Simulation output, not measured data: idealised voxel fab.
Title: Process Module voxel capacitor over wiring
Cross-section cut spans 295 nm and uses square cells 5 nm in size.
Heads up, the way a cross-section reads in here is a grid of square cells, handed over as bands from the top down, with every band being one or more rows of cells. Look at the band entry: it leads with the top's height and the bottom's height in nm. Then it lists the materials left to right, with a width in nm for each. The word "edge to edge" on a single material says that material fills the band edge to edge. The word "air" is empty space. Zero point of the height axis is 0; under it, received wafer = one material. Lowest band: continues down indefinitely, "0 -> down". The width entry "30..40" should be interpreted row by row: the top row of cells in the band takes the first number, the bottom row takes the second number, and the change between adjacent rows is uniform throughout. "remained the same" for a step: no cell of the cross-section changed in that step. "Non-vented voids" enumerates empty spaces isolated from the top, with no open way to it, that contain at least 8 cells, giving each as width x height at distance from the left edge, all three in nm. On each step's line, the part that comes after the settings is the simulator's own comment on the step. "overlay nm" denotes, for a step that has a mask, the displacement of the mask to the right of its planned place, with negative values corresponding to the left.

# The steps planned for the process are as follows
1 RECEIVE | material Si
2 CONFORMAL_DEP | material SiO2 | thk nm 15
3 CONFORMAL_DEP | material SiCN | thk nm 5
4 DIRECTIONAL_DEP | material SiO2 | thk nm 25
5 PATTERN | tone open | mask id METAL_1 | material resist | width nm 30 | pitch nm 95 | thk nm 20 | overlay nm 0
6 DIRECTIONAL_ETCH | etch materials SiO2 | depth nm 25
7 DIRECTIONAL_ETCH | etch materials SiCN | depth nm 5
8 STRIP | etch materials resist
9 CONFORMAL_DEP | material TiN | thk nm 5
10 FILL_DEP | material Cu | thk nm 10
11 CMP | height nm 45
12 CONFORMAL_DEP | material SiCN | thk nm 5
13 DIRECTIONAL_DEP | material SiO2 | thk nm 10
14 MASKED_ETCH | tone open | mask id PLUG_1 | width nm 15 | etch materials SiO2 | depth nm 10 | overlay nm 0
15 MASKED_ETCH | tone open | mask id PLUG_1 | width nm 15 | etch materials SiCN | depth nm 5 | overlay nm 0
16 EPI | material Ru | thk nm 10
17 EPI | material Ru | thk nm 5
18 DIRECTIONAL_DEP | material TiN | thk nm 5
19 DIRECTIONAL_DEP | material SiN | thk nm 5
20 DIRECTIONAL_DEP | material TiN | thk nm 5
21 MASKED_ETCH | tone cover | mask id UPPER_PLATE | width nm 70 | etch materials TiN | depth nm 5 | overlay nm 0
22 MASKED_ETCH | tone cover | mask id UPPER_PLATE | width nm 70 | etch materials SiN | depth nm 5 | overlay nm 0
23 DIRECTIONAL_DEP | material aC | thk nm 15
24 PATTERN | tone cover | mask id LOWER_PLATE | material resist | width nm 80 | thk nm 35 | overlay nm 0
25 DIRECTIONAL_ETCH | etch materials aC | depth nm 15
26 STRIP | etch materials resist
27 DIRECTIONAL_ETCH | etch materials TiN | depth nm 5
28 STRIP | etch materials aC
29 FILL_DEP | material SiO2 | thk nm 15
30 CMP | height nm 85
31 DIRECTIONAL_DEP | material aC | thk nm 10
32 PATTERN | tone open | mask id PLUG_2 | material resist | width nm 15 | thk nm 25 | overlay nm 0
33 DIRECTIONAL_ETCH | etch materials aC | depth nm 10
34 STRIP | etch materials resist
35 DIRECTIONAL_ETCH | etch materials SiO2 | depth nm 10
36 STRIP | etch materials aC
37 CONFORMAL_DEP | material TiN | thk nm 5
38 FILL_DEP | material Ru | thk nm 5
39 CMP | height nm 85
40 CONFORMAL_DEP | material SiCN | thk nm 5
The value of width nm given for step 32 in the plan refers to the first wafer; the wafers vary in this setting and are alike at the start.

# Cross-sectional view of the first of several wafers in the as-received condition, corresponding to the state following step 1
0 -> down  Si edge to edge
Non-vented voids: none

# Wafer cross-section (first of several) - module end, post step 40 (last step)
90 -> 85  SiCN edge to edge
85 -> 80  SiO2: 110; TiN: 5; Ru: 5; TiN: 5; SiO2: 170
80 -> 70  SiO2: 110..100; TiN: 15..70; SiO2: 170..125
70 -> 65  SiO2: 100; SiN: 70; SiO2: 125
65 -> 60  SiO2: 95; TiN: 80; SiO2: 120
60 -> 50  SiO2: 100; Ru: 15; SiO2: 180
50 -> 45  SiCN: 100; Ru: 15; SiCN: 180
45 -> 20  SiO2: 85; TiN: 5; Cu: 20; TiN: 5; SiO2: 65; TiN: 5; Cu: 20; TiN: 5; SiO2: 85
20 -> 15  SiCN: 85; TiN: 30; SiCN: 65; TiN: 30; SiCN: 85
15 -> 0  SiO2 edge to edge
0 -> down  Si edge to edge
Non-vented voids: none

# At the end of the module, the last of several wafers in cross-section
90 -> 85  SiCN edge to edge
85 -> 80  SiO2: 105; TiN: 5; Ru: 20; TiN: 5; SiO2: 160
80 -> 70  SiO2: 105..100; TiN: 30..70; SiO2: 160..125
70 -> 65  SiO2: 100; SiN: 70; SiO2: 125
65 -> 60  SiO2: 95; TiN: 80; SiO2: 120
60 -> 50  SiO2: 100; Ru: 15; SiO2: 180
50 -> 45  SiCN: 100; Ru: 15; SiCN: 180
45 -> 20  SiO2: 85; TiN: 5; Cu: 20; TiN: 5; SiO2: 65; TiN: 5; Cu: 20; TiN: 5; SiO2: 85
20 -> 15  SiCN: 85; TiN: 30; SiCN: 65; TiN: 30; SiCN: 85
15 -> 0  SiO2 edge to edge
0 -> down  Si edge to edge
Non-vented voids: none

# Heads up, this table goes wafer by wafer. A row tells you, at the end of the module, how many cells of each material that wafer has put on (+) or dropped (-) since it was received, and then its closed voids
width nm 15 | +40 Cu | +10 Ru | +162 SiCN | +14 SiN | +769 SiO2 | +67 TiN | Non-vented voids: none
width nm 20 | +40 Cu | +11 Ru | +162 SiCN | +14 SiN | +767 SiO2 | +68 TiN | Non-vented voids: none
width nm 25 | +40 Cu | +12 Ru | +162 SiCN | +14 SiN | +765 SiO2 | +69 TiN | Non-vented voids: none
width nm 30 | +40 Cu | +13 Ru | +162 SiCN | +14 SiN | +763 SiO2 | +70 TiN | Non-vented voids: none
